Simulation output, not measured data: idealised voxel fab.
process module | voxel gate over fins
cross-section cut | 235 nm wide | cells 5 nm
A cross-section is a grid of square cells, given in bands from the top down. A band is one or more rows of cells.
Each band's line starts with the height of the band's top and of its bottom, in nm. Then come its materials from left to right, each with its width in nm. One material with "throughout" fills the band from edge to edge. "air" is empty space.
Height 0 is the level under which the wafer as received is all one material. The lowest band goes on downwards, as in "0 down".
A width such as "30 to 40" changes by the same amount from each row of cells to the next, from the band's top row to its bottom row.
"no change" after a step means that no cell of the cross-section changed.
closed voids: empty space of 8 cells or more with no open way to the top, each as width x height at its distance from the left edge, in nm
after a step's settings: what the simulator itself notes on the step
overlay nm, on a step with a mask: how far to the right of its planned place the mask lay; to the left if negative
plan
1 op RECEIVE | material Si
2 op CONFORMAL_DEP | material SiN | thk nm 10
3 op MASKED_ETCH | tone cover | mask id FINS | width nm 15 | pitch nm 50 | etch materials SiN | depth nm 10 | overlay nm 0
4 op MASKED_ETCH | tone cover | mask id FINS | width nm 15 | pitch nm 50 | etch materials Si | depth nm 30 | overlay nm 0
5 op OXIDIZE | depth nm 5
6 op FILL_DEP | material SiO2 | thk nm 10
7 op CMP | height nm 10
8 op PATTERN | tone open | mask id RAIL | material resist | width nm 15 | thk nm 15 | overlay nm 0
9 op DIRECTIONAL_ETCH | etch materials SiO2 | depth nm 35
10 op STRIP | etch materials resist
11 op CONFORMAL_DEP | material TiN | thk nm 5
12 op FILL_DEP | material W | thk nm 5
13 op CMP | height nm 10
14 op SELECTIVE_ETCH | etch materials W Ru TiN | depth nm 30
15 op FILL_DEP | material SiO2 | thk nm 5
16 op CMP | height nm 10
17 op SELECTIVE_ETCH | etch materials SiO2 | depth nm 20
18 op STRIP | etch materials SiN
19 op CONFORMAL_DEP | material HfO2 | thk nm 5
20 op CONFORMAL_DEP | material TiN | thk nm 5
21 op CONFORMAL_DEP | material TiAl | thk nm 5
22 op CONFORMAL_DEP | material TiN | thk nm 5
23 op FILL_DEP | material W | thk nm 10
24 op CMP | height nm 25
25 op CONFORMAL_DEP | material SiN | thk nm 5
as received, after step 1
  0 down: Si throughout
  closed voids: none
a wafer at the end: this start, this plan, one mistake
  30 to 25: SiN throughout
  25 to 20: W 40 | TiN 5 | TiAl 45 | TiN 5 | W 140
  20 to 15: W 20 | TiN 25 | TiAl 5 | TiN 35 | TiAl 5 | TiN 25 | W 5 | TiN 45 | W 5 | TiN 45 | W 20
  15 to 10: W 20 | TiN 5 | TiAl 25 | TiN 5 | HfO2 25 | TiN 5 | TiAl 25 | TiN 5 | W 5 | TiN 5 | TiAl 35 | TiN 5 | W 5 | TiN 5 | TiAl 35 | TiN 5 | W 20
  10 to 5: TiN 25 | TiAl 5 | TiN 25 | HfO2 5 | TiAl 5 | HfO2 5 | TiAl 5 | HfO2 5 | TiN 25 | TiAl 5 | TiN 15 | TiAl 5 | TiN 25 | TiAl 5 | TiN 15 | TiAl 5 | TiN 25 | TiAl 5 | TiN 25
  5 to 0: TiAl 30 | TiN 5 | HfO2 15 | TiN 5 | HfO2 5 | TiAl 5 | HfO2 5 | TiAl 5 | HfO2 5 | TiN 5 | HfO2 15 | TiN 5 | TiAl 25 | TiN 5 | HfO2 15 | TiN 5 | TiAl 25 | TiN 5 | HfO2 15 | TiN 5 | TiAl 30
  0 to -5: TiN 35 | HfO2 5 | Si 5 | HfO2 5 | TiN 5 | HfO2 5 | TiAl 5 | HfO2 5 | TiAl 5 | HfO2 5 | TiN 5 | HfO2 5 | Si 5 | HfO2 5 | TiN 35 | HfO2 5 | Si 5 | HfO2 5 | TiN 35 | HfO2 5 | Si 5 | HfO2 5 | TiN 35
  -5 to -10: HfO2 40 | Si 5 | HfO2 15 | TiAl 5 | HfO2 5 | TiAl 5 | HfO2 15 | Si 5 | HfO2 45 | Si 5 | HfO2 45 | Si 5 | HfO2 40
  -10 to -20: SiO2 40 | Si 5 | SiO2 15 | TiAl 5 | SiO2 5 | TiAl 5 | SiO2 15 | Si 5 | SiO2 45 | Si 5 | SiO2 45 | Si 5 | SiO2 40
  -20 to -25: SiO2 40 | Si 5 | SiO2 15 | TiAl 15 | SiO2 15 | Si 5 | SiO2 45 | Si 5 | SiO2 45 | Si 5 | SiO2 40
  -25 to -35: SiO2 40 | Si 5 | SiO2 45 | Si 5 | SiO2 45 | Si 5 | SiO2 45 | Si 5 | SiO2 40
  -35 down: Si throughout
  closed voids: none
what went wrong: step 11 ran as: op CONFORMAL_DEP | material TiAl | thk nm 5
